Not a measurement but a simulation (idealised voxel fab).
Process module name: voxel self aligned contacts
This is section cut - it's 240 nm across, gridded in 5 nm square cells.
In what follows, cross-sections appear as grids of square cells, described through bands that run from the top down, where every band is one or more rows of cells. For a band, the entry starts with two heights in nm, that of the top and then that of the bottom, and carries on with the band's materials in order from left to right, each alongside its width in nm; the word "all across" beside a single material means it fills the band edge to edge, and "blank" means empty space. It should be noted that heights are counted from 0, beneath which the wafer as supplied is of one material throughout, and that the lowest band possesses no lower boundary but continues downward, as written in "from 0 down". The notation "30->40" denotes a width that varies across the rows of cells in the band, beginning at the first number in the top row, finishing at the second number in the bottom row, and changing by an identical amount from each row to the next. Where the words "nothing got changed" appear for a step, the cross-section shows no cell changed by that step; every cell remained as before. Closed-off voids of 8+ cells (no open route to the top) go in "Enclosed void listing", written width x height at distance from the left edge, in nm. Post-settings text on a step line: simulator's own remark regarding the step. What "overlay nm" on a step's line means: if the step has a mask, that mask lay this far to the right of its planned place, or, when the value is negative, to the left.

**Below is the list of planned process steps**
| 1 | RECEIVE: material Si |
| 2 | OXIDIZE: depth nm 5 |
| 3 | DIRECTIONAL_DEP: material polySi, thk nm 20 |
| 4 | DIRECTIONAL_DEP: material SiN, thk nm 20 |
| 5 | DIRECTIONAL_DEP: material aC, thk nm 10 |
| 6 | PATTERN: tone cover, mask id GATE, material resist, width nm 35, pitch nm 75, thk nm 25, overlay nm 0 |
| 7 | DIRECTIONAL_ETCH: etch materials aC, depth nm 10 |
| 8 | STRIP: etch materials resist |
| 9 | DIRECTIONAL_ETCH: etch materials SiN, depth nm 20 |
| 10 | DIRECTIONAL_ETCH: etch materials polySi, depth nm 20 |
| 11 | STRIP: etch materials aC |
| 12 | CONFORMAL_DEP: material SiN, thk nm 10 |
| 13 | DIRECTIONAL_ETCH: etch materials SiN, depth nm 10 |
| 14 | FILL_DEP: material SiO2, thk nm 10 |
| 15 | CMP: height nm 45 |
| 16 | MASKED_ETCH: tone open, mask id CONTACT, width nm 60, etch materials SiO2, depth nm 50, overlay nm 0 |
| 17 | CONFORMAL_DEP: material TiN, thk nm 5 |
| 18 | FILL_DEP: material Ru, thk nm 5 |
| 19 | CMP: height nm 45 |
| 20 | CONFORMAL_DEP: material SiCN, thk nm 5 |

**Incoming wafer in cross-section (state: after step 1)**
    from 0 down  Si all across
    Enclosed void listing: none

**first wafer at the end, as planned**
    from 50 to 45  SiCN all across
    from 45 to 40  SiO2 90 nm  TiN 25 nm  Ru 10 nm  TiN 25 nm  SiO2 90 nm
    from 40 to 20  SiO2 55 nm  SiN 55 nm  TiN 5 nm  Ru 10 nm  TiN 5 nm  SiN 55 nm  SiO2 55 nm
    from 20 to 0  SiO2 55 nm  SiN 10 nm  polySi 35 nm  SiN 10 nm  TiN 5 nm  Ru 10 nm  TiN 5 nm  SiN 10 nm  polySi 35 nm  SiN 10 nm  SiO2 55 nm
    from 0 to -5  SiO2 110 nm  TiN 20 nm  SiO2 110 nm
    from -5 down  Si all across
    Enclosed void listing: none

**Wafer two, sectioned after the module: the first wafer's start, the first wafer's plan, and one mistake in how it was run**
    from 50 to 45  SiCN all across
    from 45 to 40  SiO2 55 nm  SiN 55 nm  TiN 5 nm  Ru 10 nm  TiN 5 nm  SiN 55 nm  SiO2 55 nm
    from 40 to 25  SiO2 55 nm  SiN 10 nm  polySi 35 nm  SiN 10 nm  TiN 5 nm  Ru 10 nm  TiN 5 nm  SiN 10 nm  polySi 35 nm  SiN 10 nm  SiO2 55 nm
    from 25 to 20  SiO2 55 nm  SiN 10 nm  polySi 35 nm  SiN 10 nm  TiN 20 nm  SiN 10 nm  polySi 35 nm  SiN 10 nm  SiO2 55 nm
    from 20 to 0  polySi all across
    from 0 to -5  SiO2 all across
    from -5 down  Si all across
    Enclosed void listing: none
Error vs. plan: twice over, step 3 of the plan was run
Upon completion, the second wafer contains, in terms of cells, a greater or smaller amount of certain materials than the first wafer: -10 Ru, -66 SiN, -98 SiO2, -18 TiN, +192 polySi
